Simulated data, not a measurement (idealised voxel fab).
process module | voxel tone inversion
Section shown: cut. Width: 275 nm. Cell size: 5 nm, square.
Heads up, the way a cross-section reads in here is a grid of square cells, handed over as bands from the top down, with every band being one or more rows of cells.
Within each band entry, the heights of the top and of the bottom of the band appear first, in that order and in nm; the materials of the band then follow from left to right, each with its corresponding width in nm. The designation "everywhere" on a single material indicates that it fills the band from edge to edge; the designation "air" indicates empty space.
Zero point of the height axis is 0; under it, received wafer = one material. Lowest band: continues down indefinitely, "from 0 down".
The expression "30->40" gives the width at the extremes of the band, the first number at its top row of cells and the second at its bottom row, with the width changing by equal amounts from each row to the next in between.
A step reported as "remained unchanged" is a step in which no cell of the cross-section changed.
This entry, "Listed closed voids", enumerates those empty regions of no fewer than 8 cells that possess no open connection to the top. Each region is reported in the form width x height at distance, the distance being taken from the left edge, with all three quantities expressed in nm.
The remark found on a step's line after its settings is issued by the simulator itself and pertains to that step.
The "overlay nm" setting may appear on a step's line; for a step that uses a mask, it gives how far to the right of its planned position the mask lay, and a negative value indicates the left.
These are the steps we planned for the process:
- 1: RECEIVE: material Si
- 2: CONFORMAL_DEP: material SiN, thk nm 5
- 3: DIRECTIONAL_DEP: material polySi, thk nm 20
- 4: PATTERN: tone cover, mask id POSTS, material resist, width nm 15, pitch nm 40, thk nm 25, overlay nm 0
- 5: DIRECTIONAL_ETCH: etch materials polySi, depth nm 20
- 6: STRIP: etch materials resist
- 7: FILL_DEP: material lowk, thk nm 5
- 8: CMP: height nm 25
- 9: STRIP: etch materials polySi
- 10: CONFORMAL_DEP: material TiN, thk nm 5
- 11: FILL_DEP: material Ru, thk nm 10
- 12: CMP: height nm 25
- 13: CONFORMAL_DEP: material SiCN, thk nm 5
It is noted that the wafers described herein are identical at the outset and are distinguished by the width nm of step 4; the value stated in the plan corresponds to the first wafer.
Here's the first of the wafers in cross-section, just as we got it, i.e. after step 1:
    from 0 down | Si everywhere
    Listed closed voids: none
First of several wafers, sectioned at end of module (last step: step 13):
    from 30 to 25 | SiCN everywhere
    from 25 to 10 | lowk 70  TiN 5  Ru 5  TiN 5  lowk 25  TiN 5  Ru 5  TiN 5  lowk 25  TiN 5  Ru 5  TiN 5  lowk 25  TiN 5  Ru 5  TiN 5  lowk 70
    from 10 to 5 | lowk 70  TiN 15  lowk 25  TiN 15  lowk 25  TiN 15  lowk 25  TiN 15  lowk 70
    from 5 to 0 | SiN everywhere
    from 0 down | Si everywhere
    Listed closed voids: none
Last-wafer cross-section at the end of the module:
    from 30 to 25 | SiCN everywhere
    from 25 to 10 | lowk 65  TiN 5  Ru 15  TiN 5  lowk 15  TiN 5  Ru 15  TiN 5  lowk 15  TiN 5  Ru 15  TiN 5  lowk 15  TiN 5  Ru 15  TiN 5  lowk 65
    from 10 to 5 | lowk 65  TiN 25  lowk 15  TiN 25  lowk 15  TiN 25  lowk 15  TiN 25  lowk 65
    from 5 to 0 | SiN everywhere
    from 0 down | Si everywhere
    Listed closed voids: none
The table below has one row for each wafer; a row shows, as of the end of the module, how many cells of each material the wafer has gained, marked (+), or lost, marked (-), since it was received, and then the wafer's closed voids:
width nm 15 | +12 Ru | +55 SiCN | +55 SiN | +36 TiN | +172 lowk | Listed closed voids: none
width nm 20 | +24 Ru | +55 SiCN | +55 SiN | +40 TiN | +156 lowk | Listed closed voids: none
width nm 25 | +36 Ru | +55 SiCN | +55 SiN | +44 TiN | +140 lowk | Listed closed voids: none
